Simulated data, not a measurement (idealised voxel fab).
The process module presented herein is designated voxel transistor to metal.
Each square cell in cross-section cut measures 5 nm, and the section as a whole is 180 nm wide.
Cross-section format: a grid of square cells, given as bands from top to bottom; each band is one or more rows of cells. Top, bottom (nm), then materials left to right with widths (nm); lone material tagged "edge to edge" fills the whole band edge to edge; "air" = empty space. Beneath 0, the wafer as received is one material, and that level is where height counting begins. The lowest band goes on downward without a bottom; it is written like "0 -> down". A two-number width, for instance "30->40", indicates that the width is equal to the first number in the top row of the band and to the second number in the bottom row, and that it changes by a constant amount per row of cells. The cross-section has no changed cell in any step marked "left unchanged". So "Enclosed empty spaces" is basically the list of trapped voids: any empty space of 8 cells or more that can't reach the top through an opening. They're written width x height at distance, the distance being from the left edge, and it's all nm. Whatever follows a step's settings on its line is a remark the simulator itself makes about that step. overlay nm: right-of-plan distance of the mask on a masked step; negative values mean left-of-plan.
These are the steps we planned for the process
step 1: RECEIVE, material Si
step 2: OXIDIZE, depth nm 5
step 3: CONFORMAL_DEP, material SiN, thk nm 15
step 4: PATTERN, tone cover, mask id ACTIVE, material resist, width nm 115, thk nm 15, overlay nm 0
step 5: DIRECTIONAL_ETCH, etch materials SiN, depth nm 15
step 6: DIRECTIONAL_ETCH, etch materials SiO2, depth nm 5
step 7: DIRECTIONAL_ETCH, etch materials Si, depth nm 25
step 8: STRIP, etch materials resist
step 9: OXIDIZE, depth nm 5
step 10: FILL_DEP, material SiO2, thk nm 15
step 11: CMP, height nm 15
step 12: SELECTIVE_ETCH, etch materials SiO2, depth nm 10
step 13: STRIP, etch materials SiN
step 14: SELECTIVE_ETCH, etch materials SiO2, depth nm 5
step 15: OXIDIZE, depth nm 5
step 16: DIRECTIONAL_DEP, material polySi, thk nm 30
step 17: DIRECTIONAL_DEP, material SiCN, thk nm 10
step 18: PATTERN, tone cover, mask id GATE, material resist, width nm 25, thk nm 15, overlay nm 0
step 19: DIRECTIONAL_ETCH, etch materials SiCN, depth nm 20
step 20: DIRECTIONAL_ETCH, etch materials polySi, depth nm 40
step 21: STRIP, etch materials resist
step 22: CONFORMAL_DEP, material SiN, thk nm 5
step 23: DIRECTIONAL_ETCH, etch materials SiN, depth nm 5
step 24: DIRECTIONAL_ETCH, etch materials SiO2, depth nm 5
step 25: DIRECTIONAL_ETCH, etch materials Si, depth nm 10
step 26: EPI, material nSi, thk nm 10
step 27: FILL_DEP, material SiO2, thk nm 10
step 28: CMP, height nm 25
step 29: STRIP, etch materials polySi
step 30: SELECTIVE_ETCH, etch materials SiO2, depth nm 5
step 31: CONFORMAL_DEP, material HfO2, thk nm 5
step 32: CONFORMAL_DEP, material TiN, thk nm 5
step 33: FILL_DEP, material W, thk nm 5
step 34: CMP, height nm 20
step 35: DIRECTIONAL_DEP, material SiO2, thk nm 15
step 36: DIRECTIONAL_DEP, material aC, thk nm 15
step 37: PATTERN, tone open, mask id CONTACT, material resist, width nm 20, pitch nm 85, thk nm 30, overlay nm 0
step 38: DIRECTIONAL_ETCH, etch materials aC, depth nm 15
step 39: STRIP, etch materials resist
step 40: DIRECTIONAL_ETCH, etch materials SiO2, depth nm 45
step 41: STRIP, etch materials aC
step 42: CONFORMAL_DEP, material TiN, thk nm 5
step 43: FILL_DEP, material Ru, thk nm 5
step 44: CMP, height nm 35
step 45: CONFORMAL_DEP, material SiCN, thk nm 5
step 46: DIRECTIONAL_DEP, material lowk, thk nm 20
step 47: DIRECTIONAL_DEP, material aC, thk nm 15
step 48: PATTERN, tone open, mask id METAL_1, material resist, width nm 20, pitch nm 85, thk nm 35, overlay nm 0
step 49: DIRECTIONAL_ETCH, etch materials aC, depth nm 15
step 50: STRIP, etch materials resist
step 51: DIRECTIONAL_ETCH, etch materials lowk, depth nm 20
step 52: DIRECTIONAL_ETCH, etch materials SiCN, depth nm 5
step 53: STRIP, etch materials aC
step 54: CONFORMAL_DEP, material TiN, thk nm 5
step 55: FILL_DEP, material Ru, thk nm 10
step 56: CMP, height nm 60
step 57: CONFORMAL_DEP, material SiCN, thk nm 5
step 58: DIRECTIONAL_DEP, material SiO2, thk nm 30
step 59: MASKED_ETCH, tone open, mask id METAL_2_HOLES, width nm 15, pitch nm 85, etch materials SiO2, depth nm 30, overlay nm 0
step 60: DIRECTIONAL_DEP, material aC, thk nm 10
step 61: PATTERN, tone open, mask id METAL_2, material resist, width nm 20, pitch nm 85, thk nm 30, overlay nm 0
step 62: DIRECTIONAL_ETCH, etch materials aC, depth nm 10
step 63: STRIP, etch materials resist
step 64: DIRECTIONAL_ETCH, etch materials SiO2, depth nm 15
step 65: DIRECTIONAL_ETCH, etch materials SiCN, depth nm 5
step 66: STRIP, etch materials aC
step 67: CONFORMAL_DEP, material TiN, thk nm 5
step 68: FILL_DEP, material Cu, thk nm 10
step 69: CMP, height nm 95
step 70: CONFORMAL_DEP, material SiCN, thk nm 5
Delivered wafer in cross-section: state after step 1
0 -> down  Si edge to edge
Enclosed empty spaces: none
First of two wafers, end-of-module section, run followed plan
100 -> 95  SiCN edge to edge
95 -> 85  SiO2 35 / TiN 5 / Cu 10 / TiN 5 / SiO2 65 / TiN 5 / Cu 10 / TiN 5 / SiO2 40
85 -> 80  SiO2 35 / TiN 5 / Cu 5 / TiN 10 / SiO2 65 / TiN 5 / Cu 5 / TiN 10 / SiO2 40
80 -> 65  SiO2 35 / TiN 5 / Cu 5 / TiN 5 / SiO2 70 / TiN 5 / Cu 5 / TiN 5 / SiO2 45
65 -> 60  SiCN 35 / TiN 15 / SiCN 70 / TiN 15 / SiCN 45
60 -> 40  lowk 35 / TiN 5 / Ru 10 / TiN 5 / lowk 65 / TiN 5 / Ru 10 / TiN 5 / lowk 40
40 -> 35  SiCN 35 / TiN 20 / SiCN 65 / TiN 20 / SiCN 40
35 -> 20  SiO2 35 / TiN 5 / Ru 10 / TiN 5 / SiO2 65 / TiN 5 / Ru 10 / TiN 5 / SiO2 40
20 -> 0  SiO2 35 / TiN 5 / Ru 10 / TiN 5 / SiO2 15 / SiN 5 / HfO2 5 / TiN 5 / W 5 / TiN 5 / HfO2 5 / SiN 5 / SiO2 15 / TiN 5 / Ru 10 / TiN 5 / SiO2 40
0 -> -5  SiO2 25 / SiN 5 / SiO2 5 / TiN 5 / Ru 10 / TiN 5 / SiO2 5 / nSi 10 / SiN 5 / HfO2 5 / TiN 15 / HfO2 5 / SiN 5 / nSi 10 / SiO2 5 / TiN 5 / Ru 10 / TiN 5 / SiO2 5 / SiN 5 / SiO2 30
-5 -> -10  SiO2 35 / TiN 20 / SiO2 5 / nSi 10 / HfO2 35 / nSi 10 / SiO2 5 / TiN 20 / SiO2 40
-10 -> -20  SiO2 35 / nSi 35 / Si 35 / nSi 35 / SiO2 40
-20 -> -35  SiO2 35 / Si 105 / SiO2 40
-35 -> down  Si edge to edge
Enclosed empty spaces: none
The second wafer, shown in cross-section after the module: started the same way as the first and given the same plan, yet one mistake crept into how it was run
100 -> 95  SiCN edge to edge
95 -> 85  SiO2 35 / TiN 5 / Cu 10 / TiN 5 / SiO2 65 / TiN 5 / Cu 10 / TiN 5 / SiO2 40
85 -> 80  SiO2 35 / TiN 5 / Cu 5 / TiN 10 / SiO2 65 / TiN 5 / Cu 5 / TiN 10 / SiO2 40
80 -> 65  SiO2 35 / TiN 5 / Cu 5 / TiN 5 / SiO2 70 / TiN 5 / Cu 5 / TiN 5 / SiO2 45
65 -> 60  SiCN 35 / TiN 15 / SiCN 70 / TiN 15 / SiCN 45
60 -> 40  lowk 35 / TiN 5 / Ru 10 / TiN 5 / lowk 65 / TiN 5 / Ru 10 / TiN 5 / lowk 40
40 -> 35  SiCN 35 / TiN 20 / SiCN 65 / TiN 20 / SiCN 40
35 -> 20  SiO2 35 / TiN 5 / Ru 10 / TiN 5 / SiO2 65 / TiN 5 / Ru 10 / TiN 5 / SiO2 40
20 -> 0  SiO2 35 / TiN 5 / Ru 10 / TiN 5 / SiO2 15 / SiN 5 / TiN 5 / W 15 / TiN 5 / SiN 5 / SiO2 15 / TiN 5 / Ru 10 / TiN 5 / SiO2 40
0 -> -5  SiO2 25 / SiN 5 / SiO2 5 / TiN 5 / Ru 10 / TiN 5 / SiO2 5 / nSi 10 / SiN 5 / TiN 5 / W 15 / TiN 5 / SiN 5 / nSi 10 / SiO2 5 / TiN 5 / Ru 10 / TiN 5 / SiO2 5 / SiN 5 / SiO2 30
-5 -> -10  SiO2 35 / TiN 20 / SiO2 5 / nSi 10 / TiN 35 / nSi 10 / SiO2 5 / TiN 20 / SiO2 40
-10 -> -20  SiO2 35 / nSi 35 / Si 35 / nSi 35 / SiO2 40
-20 -> -35  SiO2 35 / Si 105 / SiO2 40
-35 -> down  Si edge to edge
Enclosed empty spaces: none
Processing error: plan step 31: skipped, not run
Bottom line after processing is that, in cells, the second wafer is up or down on some materials versus the first: HfO2 -17; TiN +6; W +11
